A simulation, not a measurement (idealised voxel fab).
Process module, titled voxel wiring stack
Pictured: cross-section cut, 240 nm wide, on a grid of 5 nm square cells.
Just so we're on the same page, the cross-sections are grids of square cells, and they're listed out in bands top to bottom, each band one or more rows deep. For a band, the entry starts with two heights in nm, that of the top and then that of the bottom, and carries on with the band's materials in order from left to right, each alongside its width in nm; the word "everywhere" beside a single material means it fills the band edge to edge, and "blank" means empty space. A quick word on heights: they are counted from 0, and under that level the wafer as it came to us is one material throughout. The lowest band is different from the rest in having no bottom; it simply continues downward, written as in "0 down". Per-row width for "30 to 40": begins at first number (top row of band), ends at second number (bottom row), increment between rows held constant. What does "remained the same" mean for a step? It means no cell of the cross-section changed in that step. "Enclosed void list" - sealed voids, min. 8 cells, no opening to top; format: width x height at distance (distance from left edge; nm throughout). Where a step's line continues beyond its settings, the continuation is a remark by the simulator itself on that step. overlay nm: on a step with a mask, how far right of its planned place the mask lay; negative means left.

-- Steps planned for the process
step 1: RECEIVE,material Si
step 2: CONFORMAL_DEP,material SiO2,thk nm 10
step 3: CONFORMAL_DEP,material SiN,thk nm 5
step 4: DIRECTIONAL_DEP,material lowk,thk nm 15
step 5: MASKED_ETCH,tone open,mask id METAL_1,width nm 30,pitch nm 45,etch materials lowk,depth nm 15,overlay nm 0
step 6: MASKED_ETCH,tone open,mask id METAL_1,width nm 30,pitch nm 45,etch materials SiN,depth nm 5,overlay nm 0
step 7: CONFORMAL_DEP,material TiN,thk nm 5
step 8: FILL_DEP,material Cu,thk nm 5
step 9: CMP,height nm 30
step 10: CONFORMAL_DEP,material SiCN,thk nm 5
step 11: DIRECTIONAL_DEP,material SiO2,thk nm 10
step 12: PATTERN,tone open,mask id PLUG_1,material resist,width nm 15,pitch nm 45,thk nm 20,overlay nm 0
step 13: DIRECTIONAL_ETCH,etch materials SiO2,depth nm 10
step 14: DIRECTIONAL_ETCH,etch materials SiCN,depth nm 5
step 15: STRIP,etch materials resist
step 16: CONFORMAL_DEP,material TiN,thk nm 5
step 17: FILL_DEP,material W,thk nm 5
step 18: CMP,height nm 45
step 19: DIRECTIONAL_DEP,material TiN,thk nm 5
step 20: DIRECTIONAL_DEP,material W,thk nm 15
step 21: PATTERN,tone cover,mask id METAL_2,material resist,width nm 30,pitch nm 45,thk nm 20,overlay nm 0
step 22: DIRECTIONAL_ETCH,etch materials W,depth nm 15
step 23: DIRECTIONAL_ETCH,etch materials TiN,depth nm 5
step 24: STRIP,etch materials resist
step 25: FILL_DEP,material lowk,thk nm 10
step 26: CMP,height nm 65
step 27: CONFORMAL_DEP,material SiCN,thk nm 5
step 28: DIRECTIONAL_DEP,material lowk,thk nm 10
step 29: PATTERN,tone open,mask id PLUG_2,material resist,width nm 15,pitch nm 90,thk nm 15,overlay nm 0
step 30: DIRECTIONAL_ETCH,etch materials lowk,depth nm 10
step 31: DIRECTIONAL_ETCH,etch materials SiCN,depth nm 5
step 32: STRIP,etch materials resist
step 33: EPI,material Ru,thk nm 10
step 34: EPI,material Ru,thk nm 5
step 35: CONFORMAL_DEP,material SiCN,thk nm 5
step 36: DIRECTIONAL_DEP,material SiO2,thk nm 20
step 37: MASKED_ETCH,tone open,mask id METAL_3,width nm 30,pitch nm 45,etch materials SiO2,depth nm 20,overlay nm 0
step 38: MASKED_ETCH,tone open,mask id METAL_3,width nm 30,pitch nm 45,etch materials SiCN,depth nm 5,overlay nm 0
step 39: CONFORMAL_DEP,material TiN,thk nm 5
step 40: FILL_DEP,material Cu,thk nm 10
step 41: CMP,height nm 105
step 42: CONFORMAL_DEP,material SiCN,thk nm 5
step 43: DIRECTIONAL_DEP,material lowk,thk nm 35
step 44: MASKED_ETCH,tone open,mask id METAL_4,width nm 30,pitch nm 45,etch materials lowk,depth nm 20,overlay nm 0
step 45: MASKED_ETCH,tone open,mask id METAL_4_HOLES,width nm 15,pitch nm 45,etch materials lowk,depth nm 15,overlay nm 0
step 46: MASKED_ETCH,tone open,mask id METAL_4_HOLES,width nm 15,pitch nm 45,etch materials SiCN,depth nm 5,overlay nm 0
step 47: CONFORMAL_DEP,material TiN,thk nm 5
step 48: FILL_DEP,material Cu,thk nm 5
step 49: CMP,height nm 145
step 50: CONFORMAL_DEP,material SiN,thk nm 5

-- Cross-sectional view of the wafer in its as-received condition, corresponding to the state after step 1
    0 down | Si everywhere
    Enclosed void list: none

-- Cross-section taken at module completion on the first of two wafers; processed per the plan
    150 to 145 | SiN everywhere
    145 to 130 | 60 lowk; 5 TiN; 20 Cu; 5 TiN; 15 lowk; 5 TiN; 20 Cu; 5 TiN; 15 lowk; 5 TiN; 20 Cu; 5 TiN; 60 lowk
    130 to 125 | 60 lowk; 5 TiN; 5 Cu; 20 TiN; 15 lowk; 5 TiN; 5 Cu; 20 TiN; 15 lowk; 5 TiN; 5 Cu; 20 TiN; 60 lowk
    125 to 110 | 60 lowk; 5 TiN; 5 Cu; 5 TiN; 30 lowk; 5 TiN; 5 Cu; 5 TiN; 30 lowk; 5 TiN; 5 Cu; 5 TiN; 75 lowk
    110 to 105 | 60 SiCN; 15 TiN; 30 SiCN; 15 TiN; 30 SiCN; 15 TiN; 75 SiCN
    105 to 85 | 60 SiO2; 5 TiN; 20 Cu; 5 TiN; 15 SiO2; 5 TiN; 20 Cu; 5 TiN; 15 SiO2; 5 TiN; 20 Cu; 5 TiN; 60 SiO2
    85 to 80 | 60 SiCN; 30 TiN; 15 SiCN; 30 TiN; 15 SiCN; 30 TiN; 60 SiCN
    80 to 70 | 60 lowk; 15 Ru; 75 lowk; 15 Ru; 75 lowk
    70 to 65 | 60 SiCN; 15 Ru; 75 SiCN; 15 Ru; 75 SiCN
    65 to 50 | 60 lowk; 30 W; 15 lowk; 30 W; 15 lowk; 30 W; 60 lowk
    50 to 45 | 60 lowk; 30 TiN; 15 lowk; 30 TiN; 15 lowk; 30 TiN; 60 lowk
    45 to 35 | 60 SiO2; 5 TiN; 5 W; 5 TiN; 30 SiO2; 5 TiN; 5 W; 5 TiN; 30 SiO2; 5 TiN; 5 W; 5 TiN; 75 SiO2
    35 to 30 | 60 SiCN; 15 TiN; 30 SiCN; 15 TiN; 30 SiCN; 15 TiN; 75 SiCN
    30 to 15 | 60 lowk; 5 TiN; 20 Cu; 5 TiN; 15 lowk; 5 TiN; 20 Cu; 5 TiN; 15 lowk; 5 TiN; 20 Cu; 5 TiN; 60 lowk
    15 to 10 | 60 SiN; 30 TiN; 15 SiN; 30 TiN; 15 SiN; 30 TiN; 60 SiN
    10 to 0 | SiO2 everywhere
    0 down | Si everywhere
    Enclosed void list: none

-- Cross-sectional image of the second wafer of the two following completion of the module. Starting state and process plan were the same as for the first wafer; one execution error occurred
    150 to 145 | SiN everywhere
    145 to 130 | 60 lowk; 5 TiN; 20 Cu; 5 TiN; 15 lowk; 5 TiN; 20 Cu; 5 TiN; 15 lowk; 5 TiN; 20 Cu; 5 TiN; 60 lowk
    130 to 125 | 60 lowk; 5 TiN; 5 Cu; 20 TiN; 15 lowk; 5 TiN; 5 Cu; 20 TiN; 15 lowk; 5 TiN; 5 Cu; 20 TiN; 60 lowk
    125 to 110 | 60 lowk; 5 TiN; 5 Cu; 5 TiN; 30 lowk; 5 TiN; 5 Cu; 5 TiN; 30 lowk; 5 TiN; 5 Cu; 5 TiN; 75 lowk
    110 to 105 | 60 SiCN; 15 TiN; 30 SiCN; 15 TiN; 30 SiCN; 15 TiN; 75 SiCN
    105 to 85 | 60 SiO2; 5 TiN; 20 Cu; 5 TiN; 15 SiO2; 5 TiN; 20 Cu; 5 TiN; 15 SiO2; 5 TiN; 20 Cu; 5 TiN; 60 SiO2
    85 to 80 | 60 SiCN; 30 TiN; 15 SiCN; 30 TiN; 15 SiCN; 30 TiN; 60 SiCN
    80 to 70 | 60 lowk; 15 Ru; 75 lowk; 15 Ru; 75 lowk
    70 to 65 | 60 SiCN; 15 Ru; 75 SiCN; 15 Ru; 75 SiCN
    65 to 50 | 60 lowk; 30 W; 15 lowk; 30 W; 15 lowk; 30 W; 60 lowk
    50 to 45 | 60 lowk; 30 TiN; 15 lowk; 30 TiN; 15 lowk; 30 TiN; 60 lowk
    45 to 35 | W everywhere
    35 to 30 | SiCN everywhere
    30 to 15 | 60 lowk; 5 TiN; 20 Cu; 5 TiN; 15 lowk; 5 TiN; 20 Cu; 5 TiN; 15 lowk; 5 TiN; 20 Cu; 5 TiN; 60 lowk
    15 to 10 | 60 SiN; 30 TiN; 15 SiN; 30 TiN; 15 SiN; 30 TiN; 60 SiN
    10 to 0 | SiO2 everywhere
    0 down | Si everywhere
    Enclosed void list: none
It is concluded that the wafer was processed incorrectly with respect to the plan, in that for step 11, the planned setting was not used; the step was instead run as DIRECTIONAL_DEP,material W,thk nm 10
Final difference in cells, second wafer against first, listed per material as more or fewer: SiCN: 9 more | SiO2: 78 fewer | TiN: 21 fewer | W: 90 more
